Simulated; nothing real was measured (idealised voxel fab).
process module | voxel capacitor over wiring
cross-section cut | 200 nm wide | cells 5 nm
A cross-section is a grid of square cells, given in bands from the top down. A band is one or more rows of cells.
Each band's line starts with the height of the band's top and of its bottom, in nm. Then come its materials from left to right, each with its width in nm. One material with "throughout" fills the band from edge to edge. "air" is empty space.
Height 0 is the level under which the wafer as received is all one material. The lowest band goes on downwards, as in "0 down".
A width such as "30 to 40" changes by the same amount from each row of cells to the next, from the band's top row to its bottom row.
"no change" after a step means that no cell of the cross-section changed.
closed voids: empty space of 8 cells or more with no open way to the top, each as width x height at its distance from the left edge, in nm
after a step's settings: what the simulator itself notes on the step
overlay nm, on a step with a mask: how far to the right of its planned place the mask lay; to the left if negative
plan
1 op RECEIVE | material Si
2 op CONFORMAL_DEP | material SiO2 | thk nm 15
3 op DIRECTIONAL_DEP | material TiN | thk nm 5
4 op DIRECTIONAL_DEP | material Ru | thk nm 15
5 op PATTERN | tone cover | mask id METAL_1 | material resist | width nm 25 | pitch nm 85 | thk nm 15 | overlay nm 0
6 op DIRECTIONAL_ETCH | etch materials Ru | depth nm 15
7 op DIRECTIONAL_ETCH | etch materials TiN | depth nm 5
8 op STRIP | etch materials resist
9 op FILL_DEP | material lowk | thk nm 5
10 op CMP | height nm 35
11 op CONFORMAL_DEP | material SiCN | thk nm 5
12 op DIRECTIONAL_DEP | material SiO2 | thk nm 10
13 op MASKED_ETCH | tone open | mask id PLUG_1 | width nm 15 | etch materials SiO2 | depth nm 10 | overlay nm 0
14 op MASKED_ETCH | tone open | mask id PLUG_1 | width nm 15 | etch materials SiCN | depth nm 5 | overlay nm 0
15 op CONFORMAL_DEP | material TiN | thk nm 5
16 op FILL_DEP | material W | thk nm 5
17 op CMP | height nm 50
18 op DIRECTIONAL_DEP | material TiN | thk nm 10
19 op DIRECTIONAL_DEP | material HfO2 | thk nm 5
20 op DIRECTIONAL_DEP | material TiN | thk nm 5
21 op DIRECTIONAL_DEP | material aC | thk nm 10
22 op PATTERN | tone cover | mask id UPPER_PLATE | material resist | width nm 65 | thk nm 30 | overlay nm 0
23 op DIRECTIONAL_ETCH | etch materials aC | depth nm 10
24 op STRIP | etch materials resist
25 op DIRECTIONAL_ETCH | etch materials TiN | depth nm 5
26 op DIRECTIONAL_ETCH | etch materials HfO2 | depth nm 5
27 op STRIP | etch materials aC
28 op MASKED_ETCH | tone cover | mask id LOWER_PLATE | width nm 75 | etch materials TiN | depth nm 10 | overlay nm 0
29 op FILL_DEP | material SiO2 | thk nm 20
30 op CMP | height nm 85
31 op MASKED_ETCH | tone open | mask id PLUG_2 | width nm 15 | etch materials SiO2 | depth nm 15 | overlay nm 0
32 op CONFORMAL_DEP | material TiN | thk nm 5
33 op FILL_DEP | material Cu | thk nm 5
34 op CMP | height nm 85
35 op CONFORMAL_DEP | material SiN | thk nm 5
as received, after step 1
  0 down: Si throughout
  closed voids: none
first wafer at the end, as planned
  90 to 85: SiN throughout
  85 to 75: SiO2 65 | TiN 5 | Cu 5 | TiN 5 | SiO2 120
  75 to 65: SiO2 65 to 55 | TiN 15 to 65 | SiO2 120 to 80
  65 to 60: SiO2 55 | HfO2 65 | SiO2 80
  60 to 50: SiO2 50 | TiN 75 | SiO2 75
  50 to 40: SiO2 55 | TiN 5 | W 5 | TiN 5 | SiO2 130
  40 to 35: SiCN 55 | TiN 15 | SiCN 130
  35 to 20: lowk 45 | Ru 25 | lowk 60 | Ru 25 | lowk 45
  20 to 15: lowk 45 | TiN 25 | lowk 60 | TiN 25 | lowk 45
  15 to 0: SiO2 throughout
  0 down: Si throughout
  closed voids: none
second wafer at the end: like start, like plan, one mistake
  90 to 85: SiN throughout
  85 to 75: SiO2 65 | TiN 5 | Cu 5 | TiN 5 | SiO2 120
  75 to 70: SiO2 65 | TiN 15 | SiO2 120
  70 to 65: SiO2 50 | TiN 5 | SiO2 65 | TiN 5 | SiO2 75
  65 to 60: HfO2 55 | SiO2 65 | HfO2 80
  60 to 50: TiN throughout
  50 to 40: SiO2 55 | TiN 5 | W 5 | TiN 5 | SiO2 130
  40 to 35: SiCN 55 | TiN 15 | SiCN 130
  35 to 20: lowk 45 | Ru 25 | lowk 60 | Ru 25 | lowk 45
  20 to 15: lowk 45 | TiN 25 | lowk 60 | TiN 25 | lowk 45
  15 to 0: SiO2 throughout
  0 down: Si throughout
  closed voids: none
what went wrong: step 22 ran as: op PATTERN | tone open | mask id UPPER_PLATE | material resist | width nm 65 | thk nm 30 | overlay nm 0
at the end the second wafer has, in cells: 14 more of HfO2 | 53 fewer of SiO2 | 39 more of TiN
